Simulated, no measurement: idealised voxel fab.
Module name: voxel lift off (process module)
The cross-section shown here is cut; it is 205 nm wide and divided into square cells measuring 5 nm on a side.
Format of a cross-section: grid, square cells. Given as bands. Order: top down. Band: one or more rows of cells. Read a band's entry like this: the first values are the height of its top and the height of its bottom in nm, and what follows is the sequence of materials from left to right, each with its width in nm. Note that "blank" is empty space, and that a single material marked "full width" reaches across the band from edge to edge. Below 0: as-received wafer, all one material; heights counted from there. Lowest band: no bottom, goes on down, written "0 -> down". You'd read "30 to 40" like this: the band's top row of cells is as wide as the first number, its bottom row is as wide as the second, and going down, every row changes width by the same amount as the row before did. For the purposes of this document, the phrase "remained unchanged" attached to a step denotes that no cell within the cross-section was modified by that step. Voids not open to the top, 8 cells minimum: see "Sealed internal cavities". Written width x height at distance; distance is from the left edge; nm. It should be noted that, on the line of a given step, the content following the step's settings is a remark produced by the simulator itself with respect to that step. A step line may carry the setting "overlay nm", which, for steps involving a mask, states the distance by which the mask lay to the right of its intended position; negative values denote displacement to the left.

Listed below are the process steps as planned
step 1: RECEIVE (material Si)
step 2: CONFORMAL_DEP (material Al2O3; thk nm 15)
step 3: PATTERN (tone open; mask id LINES; material resist; width nm 30; pitch nm 55; thk nm 25; overlay nm 0)
step 4: DIRECTIONAL_DEP (material Ru; thk nm 5)
step 5: STRIP (etch materials resist)
step 6: CONFORMAL_DEP (material SiN; thk nm 5)
Quick note for whoever runs this: the wafers start identical, but the thk nm at step 4 isn't the same across them. The plan just shows what the first wafer had.

Cross-section of the first of several wafers on receipt, reflecting completion of step 1
- 0 -> down: Si full width
- Sealed internal cavities: none

First wafer at the end, after step 6
- 25 -> 20: blank 55 / SiN 40 / blank 15 / SiN 40 / blank 55
- 20 -> 15: SiN 60 / Ru 30 / SiN 25 / Ru 30 / SiN 60
- 15 -> 0: Al2O3 full width
- 0 -> down: Si full width
- Sealed internal cavities: none

The final wafer, sectioned at module end
- 40 -> 35: blank 55 / SiN 40 / blank 15 / SiN 40 / blank 55
- 35 -> 20: blank 55 / SiN 5 / Ru 30 / SiN 5 / blank 15 / SiN 5 / Ru 30 / SiN 5 / blank 55
- 20 -> 15: SiN 60 / Ru 30 / SiN 25 / Ru 30 / SiN 60
- 15 -> 0: Al2O3 full width
- 0 -> down: Si full width
- Sealed internal cavities: none

Per-wafer rows below. For each material: cells gained (+) or lost (-) since the wafer was received, as of end of module. Then: closed voids
thk nm 5; +123 Al2O3; +12 Ru; +45 SiN; Sealed internal cavities: none
thk nm 10; +123 Al2O3; +24 Ru; +49 SiN; Sealed internal cavities: none
thk nm 15; +123 Al2O3; +36 Ru; +53 SiN; Sealed internal cavities: none
thk nm 20; +123 Al2O3; +48 Ru; +57 SiN; Sealed internal cavities: none
